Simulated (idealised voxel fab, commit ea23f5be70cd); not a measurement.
You're looking at the process module voxel plated lines.
Square cell edge 5 nm, section width 140 nm, ID cut.
Cross-section format: a grid of square cells, given as bands from top to bottom; each band is one or more rows of cells.
A band entry consists of two parts. The first gives the height of the band's top and the height of its bottom, in nm. The rest lists the band's materials from left to right, each with its width in nm. A single material labelled with the word "all across" fills the band from edge to edge, and the word "empty" marks empty space.
Convention: height 0 is the level below which the wafer, as received, is all one material. The lowest band does not terminate at the bottom but continues downward, represented as "z 0 and below".
With a width like "30->40", each row of cells in the band differs from the next by the same amount, the top row carrying the first number and the bottom row the second.
"nothing changed" for a step: no cell of the cross-section changed in that step.
Listed in "Closed voids list": every empty space of 8 or more cells without an open way to the top. Form: width x height at distance, the distance being from the left edge, all in nm.
Read whatever lies past the settings on a step's line as the simulator's own remark about the step.
overlay nm: on a step with a mask, how far right of its planned place the mask lay; negative means left.
-- Process steps (planned)
- 1: RECEIVE, material Si
- 2: CONFORMAL_DEP, material SiN, thk nm 5
- 3: DIRECTIONAL_DEP, material TiN, thk nm 5
- 4: PATTERN, tone open, mask id LINES, material resist, width nm 20, pitch nm 45, thk nm 20, overlay nm 0
- 5: EPI, material Ru, thk nm 10
- 6: STRIP, etch materials resist
- 7: DIRECTIONAL_ETCH, etch materials TiN, depth nm 5
- 8: CONFORMAL_DEP, material SiCN, thk nm 10
-- This is the cross-section of the wafer as we received it, i.e. after step 1
    z 0 and below | Si all across
    Closed voids list: none
-- One mistake in running the module, otherwise start and plan as above: cross-section at the end
    z 40 to 30 | empty 5 nm, then SiCN 40 nm, then empty 5 nm, then SiCN 40 nm, then empty 5 nm, then SiCN 40 nm, then empty 5 nm
    z 30 to 25 | empty 5 nm, then SiCN 10 nm, then Ru 20 nm, then SiCN 10 nm, then empty 5 nm, then SiCN 10 nm, then Ru 20 nm, then SiCN 10 nm, then empty 5 nm, then SiCN 10 nm, then Ru 20 nm, then SiCN 10 nm, then empty 5 nm
    z 25 to 20 | SiCN 15 nm, then Ru 20 nm, then SiCN 25 nm, then Ru 20 nm, then SiCN 25 nm, then Ru 20 nm, then SiCN 15 nm
    z 20 to 15 | SiCN 15 nm, then TiN 20 nm, then SiCN 25 nm, then TiN 20 nm, then SiCN 25 nm, then TiN 20 nm, then SiCN 15 nm
    z 15 to 0 | SiN all across
    z 0 and below | Si all across
    Closed voids list: none
What was done differently from what was planned? step 2 was not run as planned; what actually ran was CONFORMAL_DEP, material SiN, thk nm 15
